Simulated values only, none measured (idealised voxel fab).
process module | voxel ribs on slabs
cross-section cut | 145 nm wide | cells 5 nm
A cross-section is a grid of square cells, given in bands from the top down. A band is one or more rows of cells.
Each band's line starts with the height of the band's top and of its bottom, in nm. Then come its materials from left to right, each with its width in nm. One material with "throughout" fills the band from edge to edge. "air" is empty space.
Height 0 is the level under which the wafer as received is all one material. The lowest band goes on downwards, as in "0 down".
A width such as "30 to 40" changes by the same amount from each row of cells to the next, from the band's top row to its bottom row.
"no change" after a step means that no cell of the cross-section changed.
closed voids: empty space of 8 cells or more with no open way to the top, each as width x height at its distance from the left edge, in nm
after a step's settings: what the simulator itself notes on the step
overlay nm, on a step with a mask: how far to the right of its planned place the mask lay; to the left if negative
plan
1 op RECEIVE | material Si
2 op DIRECTIONAL_DEP | material SiO2 | thk nm 20
3 op DIRECTIONAL_DEP | material polySi | thk nm 20
4 op DIRECTIONAL_DEP | material aC | thk nm 15
5 op PATTERN | tone cover | mask id RIB | material resist | width nm 15 | thk nm 35 | overlay nm 0
6 op DIRECTIONAL_ETCH | etch materials aC | depth nm 15
7 op STRIP | etch materials resist
8 op DIRECTIONAL_ETCH | etch materials polySi | depth nm 15
9 op STRIP | etch materials aC
10 op PATTERN | tone cover | mask id SLAB | material resist | width nm 65 | thk nm 20 | overlay nm 0
11 op DIRECTIONAL_ETCH | etch materials polySi | depth nm 5
12 op STRIP | etch materials resist
13 op FILL_DEP | material SiO2 | thk nm 20
14 op CMP | height nm 50
15 op DIRECTIONAL_DEP | material W | thk nm 5
16 op MASKED_ETCH | tone cover | mask id HEATER | width nm 25 | etch materials W | depth nm 5 | overlay nm 0
17 op CONFORMAL_DEP | material SiN | thk nm 5
first wafer, as planned
as received, after step 1
  0 down: Si throughout
  closed voids: none
after step 2
  20 to 0: SiO2 throughout
  below 0: unchanged
after step 3
  40 to 20: polySi throughout
  below 20: unchanged
after step 4
  55 to 40: aC throughout
  below 40: unchanged
after step 5
  90 to 55: air 65 | resist 15 | air 65
  below 55: unchanged
after step 6
  75 to 55: air 65 | resist 15 | air 65
  55 to 40: air 65 | aC 15 | air 65
  below 40: unchanged
after step 7
  55 to 40: air 65 | aC 15 | air 65
  below 40: unchanged
after step 8
  55 to 40: air 65 | aC 15 | air 65
  40 to 25: air 65 | polySi 15 | air 65
  below 25: unchanged
after step 9
  40 to 25: air 65 | polySi 15 | air 65
  below 25: unchanged
after step 10
  60 to 40: air 40 | resist 65 | air 40
  40 to 25: air 40 | resist 25 | polySi 15 | resist 25 | air 40
  below 25: unchanged
after step 11
  60 to 40: air 40 | resist 65 | air 40
  40 to 25: air 40 | resist 25 | polySi 15 | resist 25 | air 40
  25 to 20: air 40 | polySi 65 | air 40
  below 20: unchanged
after step 12
  40 to 25: air 65 | polySi 15 | air 65
  below 25: unchanged
after step 13
  60 to 40: SiO2 throughout
  40 to 25: SiO2 65 | polySi 15 | SiO2 65
  25 to 20: SiO2 40 | polySi 65 | SiO2 40
  below 20: unchanged
after step 14
  50 to 40: SiO2 throughout
  below 40: unchanged
after step 15
  55 to 50: W throughout
  below 50: unchanged
after step 16
  55 to 50: air 60 | W 25 | air 60
  below 50: unchanged
after step 17
  60 to 55: air 55 | SiN 35 | air 55
  55 to 50: SiN 60 | W 25 | SiN 60
  below 50: unchanged
second wafer: like start, like plan, one mistake. Through step 2 it matches the first wafer
when step 3 should have ended
  35 to 20: aC throughout
  below 20: unchanged
when step 4 should have ended
  55 to 35: polySi throughout
  below 35: unchanged
when step 5 should have ended
  90 to 55: air 65 | resist 15 | air 65
  below 55: unchanged
when step 6 should have ended
  75 to 55: air 65 | resist 15 | air 65
  below 55: unchanged
when step 7 should have ended
  55 to 35: polySi throughout
  below 35: unchanged
when step 8 should have ended
  40 to 35: polySi throughout
  below 35: unchanged
when step 9 should have ended: no change
when step 10 should have ended
  60 to 40: air 40 | resist 65 | air 40
  below 40: unchanged
when step 11 should have ended
  60 to 40: air 40 | resist 65 | air 40
  40 to 35: air 40 | polySi 65 | air 40
  below 35: unchanged
when step 12 should have ended
  40 to 35: air 40 | polySi 65 | air 40
  below 35: unchanged
when step 13 should have ended
  60 to 40: SiO2 throughout
  40 to 35: SiO2 40 | polySi 65 | SiO2 40
  below 35: unchanged
when step 14 should have ended
  50 to 40: SiO2 throughout
  below 40: unchanged
when step 15 should have ended
  55 to 50: W throughout
  below 50: unchanged
when step 16 should have ended
  55 to 50: air 60 | W 25 | air 60
  below 50: unchanged
when step 17 should have ended
  60 to 55: air 55 | SiN 35 | air 55
  55 to 50: SiN 60 | W 25 | SiN 60
  below 50: unchanged
what went wrong: steps 3 and 4 were swapped
at the end the second wafer has, in cells: 78 fewer of SiO2 | 87 more of aC | 9 fewer of polySi
